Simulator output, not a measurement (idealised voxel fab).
process module | voxel transistor to metal
cross-section cut | 185 nm wide | cells 5 nm
A cross-section is a grid of square cells, given in bands from the top down. A band is one or more rows of cells.
Each band's line starts with the height of the band's top and of its bottom, in nm. Then come its materials from left to right, each with its width in nm. One material with "throughout" fills the band from edge to edge. "air" is empty space.
Height 0 is the level under which the wafer as received is all one material. The lowest band goes on downwards, as in "0 down".
A width such as "30 to 40" changes by the same amount from each row of cells to the next, from the band's top row to its bottom row.
"no change" after a step means that no cell of the cross-section changed.
closed voids: empty space of 8 cells or more with no open way to the top, each as width x height at its distance from the left edge, in nm
after a step's settings: what the simulator itself notes on the step
overlay nm, on a step with a mask: how far to the right of its planned place the mask lay; to the left if negative
Each pair below shows a cross-section before one step and the cross-section after it, down to the lowest band that changed. The line under each pair gives the step between them, with its settings. The pairs can come from different runs of this module on the same starting wafer, so a pair continues from the pair above only where its "before" says so.
before
  45 to 40: Ru throughout
  40 to 35: TiN 55 | Ru 5 | TiN 65 | Ru 5 | TiN 55
  35 to 20: SiO2 50 | TiN 5 | Ru 5 | TiN 5 | SiO2 55 | TiN 5 | Ru 5 | TiN 5 | SiO2 50
  20 to 5: SiO2 50 | TiN 5 | Ru 5 | TiN 5 | SiO2 10 | SiN 5 | HfO2 5 | TiN 5 | W 5 | TiN 5 | HfO2 5 | SiN 5 | SiO2 10 | TiN 5 | Ru 5 | TiN 5 | SiO2 50
  5 to 0: SiO2 40 | SiN 5 | SiO2 5 | TiN 15 | SiO2 10 | SiN 5 | HfO2 5 | TiN 15 | HfO2 5 | SiN 5 | SiO2 10 | TiN 15 | SiO2 5 | SiN 5 | SiO2 40
  0 to -5: SiO2 45 | SiGe 30 | HfO2 35 | SiGe 30 | SiO2 45
  -5 to -30: SiO2 45 | Si 95 | SiO2 45
  -30 down: Si throughout
  closed voids: none
after
  35 to 20: SiO2 50 | TiN 5 | Ru 5 | TiN 5 | SiO2 55 | TiN 5 | Ru 5 | TiN 5 | SiO2 50
  below 20: unchanged
  closed voids: none
the step between: op CMP | height nm 35
before: the cross-section after the pair above
after
  40 to 35: TiN throughout
  below 35: unchanged
  closed voids: none
the step between: op DIRECTIONAL_DEP | material TiN | thk nm 5
before: the cross-section after the pair above
after
  55 to 40: Ru throughout
  below 40: unchanged
  closed voids: none
the step between: op DIRECTIONAL_DEP | material Ru | thk nm 15
before: the cross-section after the pair above
after
  55 to 40: air 50 | Ru 15 | air 55 | Ru 15 | air 50
  below 40: unchanged
  closed voids: none
the step between: op MASKED_ETCH | tone cover | mask id METAL_1 | width nm 15 | pitch nm 70 | etch materials Ru | depth nm 15 | overlay nm 0
before: the cross-section after the pair above
after
  55 to 40: air 50 | Ru 15 | air 55 | Ru 15 | air 50
  40 to 35: air 50 | TiN 15 | air 55 | TiN 15 | air 50
  below 35: unchanged
  closed voids: none
the step between: op MASKED_ETCH | tone cover | mask id METAL_1 | width nm 15 | pitch nm 70 | etch materials TiN | depth nm 5 | overlay nm 0
before: the cross-section after the pair above
after
  60 to 55: air 45 | SiCN 25 | air 45 | SiCN 25 | air 45
  55 to 40: air 45 | SiCN 5 | Ru 15 | SiCN 5 | air 45 | SiCN 5 | Ru 15 | SiCN 5 | air 45
  40 to 35: SiCN 50 | TiN 15 | SiCN 55 | TiN 15 | SiCN 50
  below 35: unchanged
  closed voids: none
the step between: op CONFORMAL_DEP | material SiCN | thk nm 5
before: the cross-section after the pair above
after
  65 to 60: lowk throughout
  60 to 55: lowk 45 | SiCN 25 | lowk 45 | SiCN 25 | lowk 45
  55 to 40: lowk 45 | SiCN 5 | Ru 15 | SiCN 5 | lowk 45 | SiCN 5 | Ru 15 | SiCN 5 | lowk 45
  below 40: unchanged
  closed voids: none
the step between: op FILL_DEP | material lowk | thk nm 5
before: the cross-section after the pair above
after
  55 to 40: lowk 45 | SiCN 5 | Ru 15 | SiCN 5 | lowk 45 | SiCN 5 | Ru 15 | SiCN 5 | lowk 45
  below 40: unchanged
  closed voids: none
the step between: op CMP | height nm 55
before: the cross-section after the pair above
after
  60 to 55: SiCN throughout
  below 55: unchanged
  closed voids: none
the step between: op CONFORMAL_DEP | material SiCN | thk nm 5
before: the cross-section after the pair above
after
  85 to 60: lowk throughout
  below 60: unchanged
  closed voids: none
the step between: op DIRECTIONAL_DEP | material lowk | thk nm 25
before: the cross-section after the pair above
after
  95 to 85: aC throughout
  below 85: unchanged
  closed voids: none
the step between: op DIRECTIONAL_DEP | material aC | thk nm 10
before: the cross-section after the pair above
after
  125 to 95: resist 50 | air 15 | resist 55 | air 15 | resist 50
  below 95: unchanged
  closed voids: none
the step between: op PATTERN | tone open | mask id METAL_2 | material resist | width nm 15 | pitch nm 70 | thk nm 30 | overlay nm 0
before: the cross-section after the pair above
after
  115 to 95: resist 50 | air 15 | resist 55 | air 15 | resist 50
  95 to 85: aC 50 | air 15 | aC 55 | air 15 | aC 50
  below 85: unchanged
  closed voids: none
the step between: op DIRECTIONAL_ETCH | etch materials aC | depth nm 10
before: the cross-section after the pair above
after
  95 to 85: aC 50 | air 15 | aC 55 | air 15 | aC 50
  below 85: unchanged
  closed voids: none
the step between: op STRIP | etch materials resist
before: the cross-section after the pair above
after
  95 to 85: aC 50 | air 15 | aC 55 | air 15 | aC 50
  85 to 70: lowk 50 | air 15 | lowk 55 | air 15 | lowk 50
  below 70: unchanged
  closed voids: none
the step between: op DIRECTIONAL_ETCH | etch materials lowk | depth nm 15
before: the cross-section after the pair above
after
  85 to 70: lowk 50 | air 15 | lowk 55 | air 15 | lowk 50
  below 70: unchanged
  closed voids: none
the step between: op STRIP | etch materials aC
before: the cross-section after the pair above
after
  85 to 60: lowk 50 | air 15 | lowk 55 | air 15 | lowk 50
  below 60: unchanged
  closed voids: none
the step between: op MASKED_ETCH | tone open | mask id METAL_2_HOLES | width nm 15 | pitch nm 70 | etch materials lowk | depth nm 10 | overlay nm 0
before: the cross-section after the pair above
after
  85 to 60: lowk 50 | air 15 | lowk 55 | air 15 | lowk 50
  60 to 55: SiCN 50 | air 15 | SiCN 55 | air 15 | SiCN 50
  below 55: unchanged
  closed voids: none
the step between: op MASKED_ETCH | tone open | mask id METAL_2_HOLES | width nm 15 | pitch nm 70 | etch materials SiCN | depth nm 5 | overlay nm 0
before: the cross-section after the pair above
after
  90 to 85: TiN 55 | air 5 | TiN 65 | air 5 | TiN 55
  85 to 60: lowk 50 | TiN 5 | air 5 | TiN 5 | lowk 55 | TiN 5 | air 5 | TiN 5 | lowk 50
  60 to 55: SiCN 50 | TiN 15 | SiCN 55 | TiN 15 | SiCN 50
  below 55: unchanged
  closed voids: none
the step between: op CONFORMAL_DEP | material TiN | thk nm 5
before: the cross-section after the pair above
after
  95 to 90: Cu throughout
  90 to 85: TiN 55 | Cu 5 | TiN 65 | Cu 5 | TiN 55
  85 to 60: lowk 50 | TiN 5 | Cu 5 | TiN 5 | lowk 55 | TiN 5 | Cu 5 | TiN 5 | lowk 50
  below 60: unchanged
  closed voids: none
the step between: op FILL_DEP | material Cu | thk nm 5
before: the cross-section after the pair above
after
  85 to 60: lowk 50 | TiN 5 | Cu 5 | TiN 5 | lowk 55 | TiN 5 | Cu 5 | TiN 5 | lowk 50
  below 60: unchanged
  closed voids: none
the step between: op CMP | height nm 85
before: the cross-section after the pair above
after
  90 to 85: SiCN throughout
  below 85: unchanged
  closed voids: none
the step between: op CONFORMAL_DEP | material SiCN | thk nm 5
before
  85 to 70: lowk 50 | air 15 | lowk 55 | air 15 | lowk 50
  70 to 60: lowk throughout
  60 to 55: SiCN throughout
  55 to 40: lowk 45 | SiCN 5 | Ru 15 | SiCN 5 | lowk 45 | SiCN 5 | Ru 15 | SiCN 5 | lowk 45
  40 to 35: SiCN 50 | TiN 15 | SiCN 55 | TiN 15 | SiCN 50
  35 to 20: SiO2 50 | TiN 5 | Ru 5 | TiN 5 | SiO2 55 | TiN 5 | Ru 5 | TiN 5 | SiO2 50
  20 to 5: SiO2 50 | TiN 5 | Ru 5 | TiN 5 | SiO2 10 | SiN 5 | HfO2 5 | TiN 5 | W 5 | TiN 5 | HfO2 5 | SiN 5 | SiO2 10 | TiN 5 | Ru 5 | TiN 5 | SiO2 50
  5 to 0: SiO2 40 | SiN 5 | SiO2 5 | TiN 15 | SiO2 10 | SiN 5 | HfO2 5 | TiN 15 | HfO2 5 | SiN 5 | SiO2 10 | TiN 15 | SiO2 5 | SiN 5 | SiO2 40
  0 to -5: SiO2 45 | SiGe 30 | HfO2 35 | SiGe 30 | SiO2 45
  -5 to -25: SiO2 45 | Si 95 | SiO2 45
  -25 down: Si throughout
  closed voids: none
after
  85 to 75: lowk 50 | air 20 | lowk 50 | air 20 | lowk 45
  75 to 60: lowk 50 | air 15 | lowk 55 | air 15 | lowk 50
  below 60: unchanged
  closed voids: none
the step between: op MASKED_ETCH | tone open | mask id METAL_2_HOLES | width nm 20 | pitch nm 70 | etch materials lowk | depth nm 10 | overlay nm 0
before: the cross-section after the pair above
after
  85 to 75: lowk 50 | air 20 | lowk 50 | air 20 | lowk 45
  75 to 60: lowk 50 | air 15 | lowk 55 | air 15 | lowk 50
  60 to 55: SiCN 50 | air 15 | SiCN 55 | air 15 | SiCN 50
  below 55: unchanged
  closed voids: none
the step between: op MASKED_ETCH | tone open | mask id METAL_2_HOLES | width nm 15 | pitch nm 70 | etch materials SiCN | depth nm 5 | overlay nm 0
before: the cross-section after the pair above
after
  90 to 85: TiN 55 | air 10 | TiN 60 | air 10 | TiN 50
  85 to 75: lowk 50 | TiN 5 | air 10 to 5 | TiN 5 to 10 | lowk 50 | TiN 5 | air 10 to 5 | TiN 5 to 10 | lowk 45
  75 to 60: lowk 50 | TiN 5 | air 5 | TiN 5 | lowk 55 | TiN 5 | air 5 | TiN 5 | lowk 50
  60 to 55: SiCN 50 | TiN 15 | SiCN 55 | TiN 15 | SiCN 50
  below 55: unchanged
  closed voids: none
the step between: op CONFORMAL_DEP | material TiN | thk nm 5
before: the cross-section after the pair above
after
  95 to 90: Cu throughout
  90 to 85: TiN 55 | Cu 10 | TiN 60 | Cu 10 | TiN 50
  85 to 75: lowk 50 | TiN 5 | Cu 10 to 5 | TiN 5 to 10 | lowk 50 | TiN 5 | Cu 10 to 5 | TiN 5 to 10 | lowk 45
  75 to 60: lowk 50 | TiN 5 | Cu 5 | TiN 5 | lowk 55 | TiN 5 | Cu 5 | TiN 5 | lowk 50
  below 60: unchanged
  closed voids: none
the step between: op FILL_DEP | material Cu | thk nm 5
before: the cross-section after the pair above
after
  85 to 75: lowk 50 | TiN 5 | Cu 10 to 5 | TiN 5 to 10 | lowk 50 | TiN 5 | Cu 10 to 5 | TiN 5 to 10 | lowk 45
  below 75: unchanged
  closed voids: none
the step between: op CMP | height nm 85
before: the cross-section after the pair above
after
  90 to 85: SiCN throughout
  below 85: unchanged
  closed voids: none
the step between: op CONFORMAL_DEP | material SiCN | thk nm 5
before
  55 to 40: air 50 | Ru 15 | air 55 | Ru 15 | air 50
  40 to 35: TiN throughout
  35 to 20: SiO2 50 | TiN 5 | Ru 5 | TiN 5 | SiO2 55 | TiN 5 | Ru 5 | TiN 5 | SiO2 50
  20 to 5: SiO2 50 | TiN 5 | Ru 5 | TiN 5 | SiO2 10 | SiN 5 | HfO2 5 | TiN 5 | W 5 | TiN 5 | HfO2 5 | SiN 5 | SiO2 10 | TiN 5 | Ru 5 | TiN 5 | SiO2 50
  5 to 0: SiO2 40 | SiN 5 | SiO2 5 | TiN 15 | SiO2 10 | SiN 5 | HfO2 5 | TiN 15 | HfO2 5 | SiN 5 | SiO2 10 | TiN 15 | SiO2 5 | SiN 5 | SiO2 40
  0 to -5: SiO2 45 | SiGe 30 | HfO2 35 | SiGe 30 | SiO2 45
  -5 to -25: SiO2 45 | Si 95 | SiO2 45
  -25 down: Si throughout
  closed voids: none
after
  55 to 40: air 50 | Ru 15 | air 55 | Ru 15 | air 50
  40 to 35: air 45 | TiN 20 | air 50 | TiN 20 | air 50
  below 35: unchanged
  closed voids: none
the step between: op MASKED_ETCH | tone cover | mask id METAL_1 | width nm 15 | pitch nm 70 | etch materials TiN | depth nm 5 | overlay nm -5
before: the cross-section after the pair above
after
  60 to 55: air 45 | SiCN 25 | air 45 | SiCN 25 | air 45
  55 to 45: air 45 | SiCN 5 | Ru 15 | SiCN 5 | air 45 | SiCN 5 | Ru 15 | SiCN 5 | air 45
  45 to 40: air 40 | SiCN 10 | Ru 15 | SiCN 5 | air 40 | SiCN 10 | Ru 15 | SiCN 5 | air 45
  40 to 35: SiCN 45 | TiN 20 | SiCN 50 | TiN 20 | SiCN 50
  below 35: unchanged
  closed voids: none
the step between: op CONFORMAL_DEP | material SiCN | thk nm 5
before: the cross-section after the pair above
after
  65 to 60: lowk throughout
  60 to 55: lowk 45 | SiCN 25 | lowk 45 | SiCN 25 | lowk 45
  55 to 45: lowk 45 | SiCN 5 | Ru 15 | SiCN 5 | lowk 45 | SiCN 5 | Ru 15 | SiCN 5 | lowk 45
  45 to 40: lowk 40 | SiCN 10 | Ru 15 | SiCN 5 | lowk 40 | SiCN 10 | Ru 15 | SiCN 5 | lowk 45
  below 40: unchanged
  closed voids: none
the step between: op FILL_DEP | material lowk | thk nm 5
before: the cross-section after the pair above
after
  55 to 45: lowk 45 | SiCN 5 | Ru 15 | SiCN 5 | lowk 45 | SiCN 5 | Ru 15 | SiCN 5 | lowk 45
  below 45: unchanged
  closed voids: none
the step between: op CMP | height nm 55
before: the cross-section after the pair above
after
  60 to 55: SiCN throughout
  below 55: unchanged
  closed voids: none
the step between: op CONFORMAL_DEP | material SiCN | thk nm 5
before: the cross-section after the pair above
after
  85 to 60: lowk throughout
  below 60: unchanged
  closed voids: none
the step between: op DIRECTIONAL_DEP | material lowk | thk nm 25
before: the cross-section after the pair above
after
  95 to 85: aC throughout
  below 85: unchanged
  closed voids: none
the step between: op DIRECTIONAL_DEP | material aC | thk nm 10
before: the cross-section after the pair above
after
  125 to 95: resist 50 | air 15 | resist 55 | air 15 | resist 50
  below 95: unchanged
  closed voids: none
the step between: op PATTERN | tone open | mask id METAL_2 | material resist | width nm 15 | pitch nm 70 | thk nm 30 | overlay nm 0
before: the cross-section after the pair above
after
  115 to 95: resist 50 | air 15 | resist 55 | air 15 | resist 50
  95 to 85: aC 50 | air 15 | aC 55 | air 15 | aC 50
  below 85: unchanged
  closed voids: none
the step between: op DIRECTIONAL_ETCH | etch materials aC | depth nm 10
before: the cross-section after the pair above
after
  95 to 85: aC 50 | air 15 | aC 55 | air 15 | aC 50
  below 85: unchanged
  closed voids: none
the step between: op STRIP | etch materials resist
before: the cross-section after the pair above
after
  95 to 85: aC 50 | air 15 | aC 55 | air 15 | aC 50
  85 to 70: lowk 50 | air 15 | lowk 55 | air 15 | lowk 50
  below 70: unchanged
  closed voids: none
the step between: op DIRECTIONAL_ETCH | etch materials lowk | depth nm 15
before: the cross-section after the pair above
after
  85 to 70: lowk 50 | air 15 | lowk 55 | air 15 | lowk 50
  below 70: unchanged
  closed voids: none
the step between: op STRIP | etch materials aC
before: the cross-section after the pair above
after
  85 to 60: lowk 50 | air 15 | lowk 55 | air 15 | lowk 50
  below 60: unchanged
  closed voids: none
the step between: op MASKED_ETCH | tone open | mask id METAL_2_HOLES | width nm 15 | pitch nm 70 | etch materials lowk | depth nm 10 | overlay nm 0
before: the cross-section after the pair above
after
  85 to 60: lowk 50 | air 15 | lowk 55 | air 15 | lowk 50
  60 to 55: SiCN 50 | air 15 | SiCN 55 | air 15 | SiCN 50
  below 55: unchanged
  closed voids: none
the step between: op MASKED_ETCH | tone open | mask id METAL_2_HOLES | width nm 15 | pitch nm 70 | etch materials SiCN | depth nm 5 | overlay nm 0
before: the cross-section after the pair above
after
  90 to 85: TiN 55 | air 5 | TiN 65 | air 5 | TiN 55
  85 to 60: lowk 50 | TiN 5 | air 5 | TiN 5 | lowk 55 | TiN 5 | air 5 | TiN 5 | lowk 50
  60 to 55: SiCN 50 | TiN 15 | SiCN 55 | TiN 15 | SiCN 50
  below 55: unchanged
  closed voids: none
the step between: op CONFORMAL_DEP | material TiN | thk nm 5
before: the cross-section after the pair above
after
  95 to 90: Cu throughout
  90 to 85: TiN 55 | Cu 5 | TiN 65 | Cu 5 | TiN 55
  85 to 60: lowk 50 | TiN 5 | Cu 5 | TiN 5 | lowk 55 | TiN 5 | Cu 5 | TiN 5 | lowk 50
  below 60: unchanged
  closed voids: none
the step between: op FILL_DEP | material Cu | thk nm 5
before: the cross-section after the pair above
after
  85 to 60: lowk 50 | TiN 5 | Cu 5 | TiN 5 | lowk 55 | TiN 5 | Cu 5 | TiN 5 | lowk 50
  below 60: unchanged
  closed voids: none
the step between: op CMP | height nm 85
before: the cross-section after the pair above
after
  90 to 85: SiCN throughout
  below 85: unchanged
  closed voids: none
the step between: op CONFORMAL_DEP | material SiCN | thk nm 5
before
  40 to 35: TiN throughout
  35 to 20: SiO2 50 | TiN 5 | Ru 5 | TiN 5 | SiO2 55 | TiN 5 | Ru 5 | TiN 5 | SiO2 50
  20 to 5: SiO2 50 | TiN 5 | Ru 5 | TiN 5 | SiO2 10 | SiN 5 | HfO2 5 | TiN 5 | W 5 | TiN 5 | HfO2 5 | SiN 5 | SiO2 10 | TiN 5 | Ru 5 | TiN 5 | SiO2 50
  5 to 0: SiO2 40 | SiN 5 | SiO2 5 | TiN 15 | SiO2 10 | SiN 5 | HfO2 5 | TiN 15 | HfO2 5 | SiN 5 | SiO2 10 | TiN 15 | SiO2 5 | SiN 5 | SiO2 40
  0 to -5: SiO2 45 | SiGe 30 | HfO2 35 | SiGe 30 | SiO2 45
  -5 to -25: SiO2 45 | Si 95 | SiO2 45
  -25 down: Si throughout
  closed voids: none
after
  55 to 40: aC throughout
  below 40: unchanged
  closed voids: none
the step between: op DIRECTIONAL_DEP | material aC | thk nm 15
before: the cross-section after the pair above
after
  60 to 55: SiCN throughout
  below 55: unchanged
  closed voids: none
the step between: op CONFORMAL_DEP | material SiCN | thk nm 5
before: the cross-section after the pair above
after
  65 to 60: lowk throughout
  below 60: unchanged
  closed voids: none
the step between: op FILL_DEP | material lowk | thk nm 5
before: the cross-section after the pair above
after
  55 to 40: aC throughout
  below 40: unchanged
  closed voids: none
the step between: op CMP | height nm 55
before
  60 to 55: SiCN throughout
  55 to 40: aC throughout
  40 to 35: TiN throughout
  35 to 20: SiO2 50 | TiN 5 | Ru 5 | TiN 5 | SiO2 55 | TiN 5 | Ru 5 | TiN 5 | SiO2 50
  20 to 5: SiO2 50 | TiN 5 | Ru 5 | TiN 5 | SiO2 10 | SiN 5 | HfO2 5 | TiN 5 | W 5 | TiN 5 | HfO2 5 | SiN 5 | SiO2 10 | TiN 5 | Ru 5 | TiN 5 | SiO2 50
  5 to 0: SiO2 40 | SiN 5 | SiO2 5 | TiN 15 | SiO2 10 | SiN 5 | HfO2 5 | TiN 15 | HfO2 5 | SiN 5 | SiO2 10 | TiN 15 | SiO2 5 | SiN 5 | SiO2 40
  0 to -5: SiO2 45 | SiGe 30 | HfO2 35 | SiGe 30 | SiO2 45
  -5 to -25: SiO2 45 | Si 95 | SiO2 45
  -25 down: Si throughout
  closed voids: none
after
  85 to 60: lowk throughout
  below 60: unchanged
  closed voids: none
the step between: op DIRECTIONAL_DEP | material lowk | thk nm 25
before: the cross-section after the pair above
after
  95 to 85: aC throughout
  below 85: unchanged
  closed voids: none
the step between: op DIRECTIONAL_DEP | material aC | thk nm 10
before: the cross-section after the pair above
after
  125 to 95: resist 50 | air 15 | resist 55 | air 15 | resist 50
  below 95: unchanged
  closed voids: none
the step between: op PATTERN | tone open | mask id METAL_2 | material resist | width nm 15 | pitch nm 70 | thk nm 30 | overlay nm 0
before: the cross-section after the pair above
after
  115 to 95: resist 50 | air 15 | resist 55 | air 15 | resist 50
  95 to 85: aC 50 | air 15 | aC 55 | air 15 | aC 50
  below 85: unchanged
  closed voids: none
the step between: op DIRECTIONAL_ETCH | etch materials aC | depth nm 10
before: the cross-section after the pair above
after
  95 to 85: aC 50 | air 15 | aC 55 | air 15 | aC 50
  below 85: unchanged
  closed voids: none
the step between: op STRIP | etch materials resist
before: the cross-section after the pair above
after
  95 to 85: aC 50 | air 15 | aC 55 | air 15 | aC 50
  85 to 70: lowk 50 | air 15 | lowk 55 | air 15 | lowk 50
  below 70: unchanged
  closed voids: none
the step between: op DIRECTIONAL_ETCH | etch materials lowk | depth nm 15
before: the cross-section after the pair above
after
  85 to 70: lowk 50 | air 15 | lowk 55 | air 15 | lowk 50
  below 70: unchanged
  closed voids: none
the step between: op STRIP | etch materials aC
before: the cross-section after the pair above
after
  85 to 60: lowk 50 | air 15 | lowk 55 | air 15 | lowk 50
  below 60: unchanged
  closed voids: none
the step between: op MASKED_ETCH | tone open | mask id METAL_2_HOLES | width nm 15 | pitch nm 70 | etch materials lowk | depth nm 10 | overlay nm 0
before: the cross-section after the pair above
after
  85 to 60: lowk 50 | air 15 | lowk 55 | air 15 | lowk 50
  60 to 55: SiCN 50 | air 15 | SiCN 55 | air 15 | SiCN 50
  below 55: unchanged
  closed voids: none
the step between: op MASKED_ETCH | tone open | mask id METAL_2_HOLES | width nm 15 | pitch nm 70 | etch materials SiCN | depth nm 5 | overlay nm 0
before: the cross-section after the pair above
after
  90 to 85: TiN 55 | air 5 | TiN 65 | air 5 | TiN 55
  85 to 60: lowk 50 | TiN 5 | air 5 | TiN 5 | lowk 55 | TiN 5 | air 5 | TiN 5 | lowk 50
  60 to 55: SiCN 50 | TiN 15 | SiCN 55 | TiN 15 | SiCN 50
  below 55: unchanged
  closed voids: none
the step between: op CONFORMAL_DEP | material TiN | thk nm 5
before: the cross-section after the pair above
after
  95 to 90: Cu throughout
  90 to 85: TiN 55 | Cu 5 | TiN 65 | Cu 5 | TiN 55
  85 to 60: lowk 50 | TiN 5 | Cu 5 | TiN 5 | lowk 55 | TiN 5 | Cu 5 | TiN 5 | lowk 50
  below 60: unchanged
  closed voids: none
the step between: op FILL_DEP | material Cu | thk nm 5
before: the cross-section after the pair above
after
  85 to 60: lowk 50 | TiN 5 | Cu 5 | TiN 5 | lowk 55 | TiN 5 | Cu 5 | TiN 5 | lowk 50
  below 60: unchanged
  closed voids: none
the step between: op CMP | height nm 85
before: the cross-section after the pair above
after
  90 to 85: SiCN throughout
  below 85: unchanged
  closed voids: none
the step between: op CONFORMAL_DEP | material SiCN | thk nm 5
before
  85 to 70: lowk 50 | air 15 | lowk 55 | air 15 | lowk 50
  70 to 60: lowk throughout
  60 to 55: SiCN throughout
  55 to 40: lowk 45 | SiCN 5 | Ru 15 | SiCN 5 | lowk 45 | SiCN 5 | Ru 15 | SiCN 5 | lowk 45
  40 to 35: SiCN 50 | TiN 15 | SiCN 55 | TiN 15 | SiCN 50
  35 to 20: SiO2 50 | TiN 5 | Ru 5 | TiN 5 | SiO2 55 | TiN 5 | Ru 5 | TiN 5 | SiO2 50
  20 to 5: SiO2 50 | TiN 5 | Ru 5 | TiN 5 | SiO2 10 | SiN 5 | HfO2 5 | TiN 5 | W 5 | TiN 5 | HfO2 5 | SiN 5 | SiO2 10 | TiN 5 | Ru 5 | TiN 5 | SiO2 50
  5 to 0: SiO2 40 | SiN 5 | SiO2 5 | TiN 15 | SiO2 10 | SiN 5 | HfO2 5 | TiN 15 | HfO2 5 | SiN 5 | SiO2 10 | TiN 15 | SiO2 5 | SiN 5 | SiO2 40
  0 to -5: SiO2 45 | SiGe 30 | HfO2 35 | SiGe 30 | SiO2 45
  -5 to -25: SiO2 45 | Si 95 | SiO2 45
  -25 down: Si throughout
  closed voids: none
after
  75 to 70: lowk 50 | air 15 | lowk 55 | air 15 | lowk 50
  below 70: unchanged
  closed voids: none
the step between: op MASKED_ETCH | tone cover | mask id METAL_2_HOLES | width nm 15 | pitch nm 70 | etch materials lowk | depth nm 10 | overlay nm 0
before: the cross-section after the pair above
after
  80 to 75: TiN 55 | air 5 | TiN 65 | air 5 | TiN 55
  75 to 70: lowk 50 | TiN 15 | lowk 55 | TiN 15 | lowk 50
  below 70: unchanged
  closed voids: none
the step between: op CONFORMAL_DEP | material TiN | thk nm 5
before: the cross-section after the pair above
after
  85 to 80: Cu throughout
  80 to 75: TiN 55 | Cu 5 | TiN 65 | Cu 5 | TiN 55
  below 75: unchanged
  closed voids: none
the step between: op FILL_DEP | material Cu | thk nm 5
before: the cross-section after the pair above
after
  90 to 85: SiCN throughout
  below 85: unchanged
  closed voids: none
the step between: op CONFORMAL_DEP | material SiCN | thk nm 5
